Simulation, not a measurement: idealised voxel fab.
A process module follows: voxel self aligned contacts.
The cross-section on display is named cut; it measures 145 nm wide, and its cells are 5 nm squares.
This document writes a cross-section as a grid whose cells are square, and gives it as bands, listed from the top down; one or more rows of cells form a band.
Quick guide to a band line: top height, bottom height (nm) up front; then every material left to right with its width in nm. Only one material and it's marked "all across"? Then it fills the band edge to edge. And "air" just means empty space.
Below 0: as-received wafer, all one material; heights counted from there. Lowest band: no bottom, goes on down, written "top 0, no bottom".
A width such as "30->40" changes by the same amount from each row of cells to the next, from the band's top row to its bottom row.
The designation "nothing different", where it is given for a processing step, indicates that no cell of the cross-section was altered in the course of that step.
Each empty space that has no open way to the top and spans at least 8 cells appears under "Closed void entries" as width x height at distance, the distance counted from the left edge, all in nm.
Text after the settings on a step's line: the simulator's own remark on that step.
overlay nm: mask offset rightward from planned place, masked step; negative means leftward offset.

Set out below are the planned steps of the process
- 1: RECEIVE [material Si]
- 2: OXIDIZE [depth nm 5]
- 3: DIRECTIONAL_DEP [material polySi] [thk nm 20]
- 4: DIRECTIONAL_DEP [material SiN] [thk nm 15]
- 5: DIRECTIONAL_DEP [material aC] [thk nm 10]
- 6: PATTERN [tone cover] [mask id GATE] [material resist] [width nm 35] [pitch nm 60] [thk nm 30] [overlay nm 0]
- 7: DIRECTIONAL_ETCH [etch materials aC] [depth nm 10]
- 8: STRIP [etch materials resist]
- 9: DIRECTIONAL_ETCH [etch materials SiN] [depth nm 15]
- 10: DIRECTIONAL_ETCH [etch materials polySi] [depth nm 20]
- 11: STRIP [etch materials aC]
- 12: CONFORMAL_DEP [material SiN] [thk nm 5]
- 13: DIRECTIONAL_ETCH [etch materials SiN] [depth nm 5]
- 14: FILL_DEP [material SiO2] [thk nm 15]
- 15: CMP [height nm 40]
- 16: MASKED_ETCH [tone open] [mask id CONTACT] [width nm 35] [etch materials SiO2] [depth nm 45] [overlay nm 0]
- 17: CONFORMAL_DEP [material TiN] [thk nm 5]
- 18: FILL_DEP [material Ru] [thk nm 5]
- 19: CMP [height nm 40]
- 20: CONFORMAL_DEP [material SiN] [thk nm 5]

The cross-section here shows the wafer as received, i.e. in its state after step 1
> top 0, no bottom = Si all across
> Closed void entries: none

The cross-section shown corresponds to the wafer at the conclusion of the module. The initial structure and the process plan are those presented above; however, one mistake occurred in executing the plan
> top 45, bottom 40 = SiN all across
> top 40, bottom 35 = SiO2: 55, then TiN: 35, then SiO2: 55
> top 35, bottom 20 = SiN: 30, then SiO2: 25, then SiN: 35, then SiO2: 25, then SiN: 30
> top 20, bottom 0 = polySi: 25, then SiN: 5, then SiO2: 25, then SiN: 5, then polySi: 25, then SiN: 5, then SiO2: 25, then SiN: 5, then polySi: 25
> top 0, bottom -5 = SiO2 all across
> top -5, no bottom = Si all across
> Closed void entries: none
Short version of what went wrong: planned and actual differ for step 6; actual: PATTERN [tone open] [mask id GATE] [material resist] [width nm 35] [pitch nm 60] [thk nm 30] [overlay nm 0]
